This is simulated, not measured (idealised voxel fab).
This is a process module. Its name is voxel self aligned vias.
The cross-section on display is named cut; it measures 280 nm wide, and its cells are 5 nm squares.
Square cells in a grid make up a cross-section in this document, and the grid is given as bands, listed from the top down, each one or more rows of cells. Basically the band line says how high the top is and how high the bottom is, in nm, and then what's in it from left to right, every material with its width in nm. Empty space shows up as "empty", and if a single material carries "full width" it runs the full band edge to edge. All heights in this document are referenced to 0, defined as the level beneath which the wafer, as received, consists entirely of one material. The lowest band is not bounded below; it extends indefinitely downward and is written in the form "from 0 down". Width: "30 to 40" (first number = top row, second number = bottom row, same change from row to row of cells). "no modification" means the step left every cell of the cross-section as it was. The entry "Sealed internal voids" lists the empty spaces that cover at least 8 cells and have no open path to the top. Each is written as width x height at distance, where the distance is measured from the left edge and all three values are in nm. Formally, on a step line, whatever follows the settings is a remark that the simulator itself makes on the step. When a step includes a mask, the "overlay nm" setting on its line states how far to the right of its planned place that mask lay, and negative values state how far to the left.
**Below is the list of planned process steps**
1 RECEIVE: material Si
2 CONFORMAL_DEP: material SiO2, thk nm 10
3 CONFORMAL_DEP: material SiCN, thk nm 5
4 DIRECTIONAL_DEP: material lowk, thk nm 20
5 MASKED_ETCH: tone open, mask id LINES, width nm 20, pitch nm 65, etch materials lowk, depth nm 20, overlay nm 0
6 CONFORMAL_DEP: material TiN, thk nm 5
7 FILL_DEP: material W, thk nm 10
8 CMP: height nm 35
9 SELECTIVE_ETCH: etch materials W Ru TiN, depth nm 5
10 FILL_DEP: material SiN, thk nm 10
11 CMP: height nm 35
12 DIRECTIONAL_DEP: material lowk, thk nm 20
13 PATTERN: tone open, mask id VIAS, material resist, width nm 40, thk nm 15, overlay nm 0
14 DIRECTIONAL_ETCH: etch materials lowk, depth nm 20
15 DIRECTIONAL_ETCH: etch materials SiN, depth nm 5
16 STRIP: etch materials resist
17 CONFORMAL_DEP: material TiN, thk nm 5
18 FILL_DEP: material Ru, thk nm 5
19 CMP: height nm 55
20 CONFORMAL_DEP: material SiN, thk nm 5
**Wafer cross-section on receipt, i.e. after step 1**
> from 0 down = Si full width
> Sealed internal voids: none
**First of two wafers: cross-section at end of module, run per plan**
> from 60 to 55 = SiN full width
> from 55 to 40 = 85 lowk | 5 TiN | 30 Ru | 5 TiN | 155 lowk
> from 40 to 35 = 85 lowk | 15 TiN | 10 Ru | 15 TiN | 155 lowk
> from 35 to 30 = 95 lowk | 20 TiN | 45 lowk | 20 SiN | 100 lowk
> from 30 to 20 = 95 lowk | 5 TiN | 10 W | 5 TiN | 45 lowk | 5 TiN | 10 W | 5 TiN | 100 lowk
> from 20 to 15 = 95 lowk | 20 TiN | 45 lowk | 20 TiN | 100 lowk
> from 15 to 10 = SiCN full width
> from 10 to 0 = SiO2 full width
> from 0 down = Si full width
> Sealed internal voids: none
**Now the second wafer, cross-sectioned at the end of the module. Nothing different at the start, nothing different in the plan compared with the first, just one mistake when it was actually run**
> from 60 to 55 = SiN full width
> from 55 to 40 = 90 lowk | 5 TiN | 20 Ru | 5 TiN | 160 lowk
> from 40 to 35 = 90 lowk | 10 TiN | 10 Ru | 10 TiN | 160 lowk
> from 35 to 30 = 95 lowk | 20 TiN | 45 lowk | 20 SiN | 100 lowk
> from 30 to 20 = 95 lowk | 5 TiN | 10 W | 5 TiN | 45 lowk | 5 TiN | 10 W | 5 TiN | 100 lowk
> from 20 to 15 = 95 lowk | 20 TiN | 45 lowk | 20 TiN | 100 lowk
> from 15 to 10 = SiCN full width
> from 10 to 0 = SiO2 full width
> from 0 down = Si full width
> Sealed internal voids: none
Misprocessing identified: it should be noted that step 13 was executed with settings other than those planned, the operation and settings actually applied being PATTERN: tone open, mask id VIAS, material resist, width nm 30, thk nm 15, overlay nm 0
Final cells, second wafer relative to first, materials higher or lower: Ru: 6 fewer | TiN: 2 fewer | lowk: 8 more
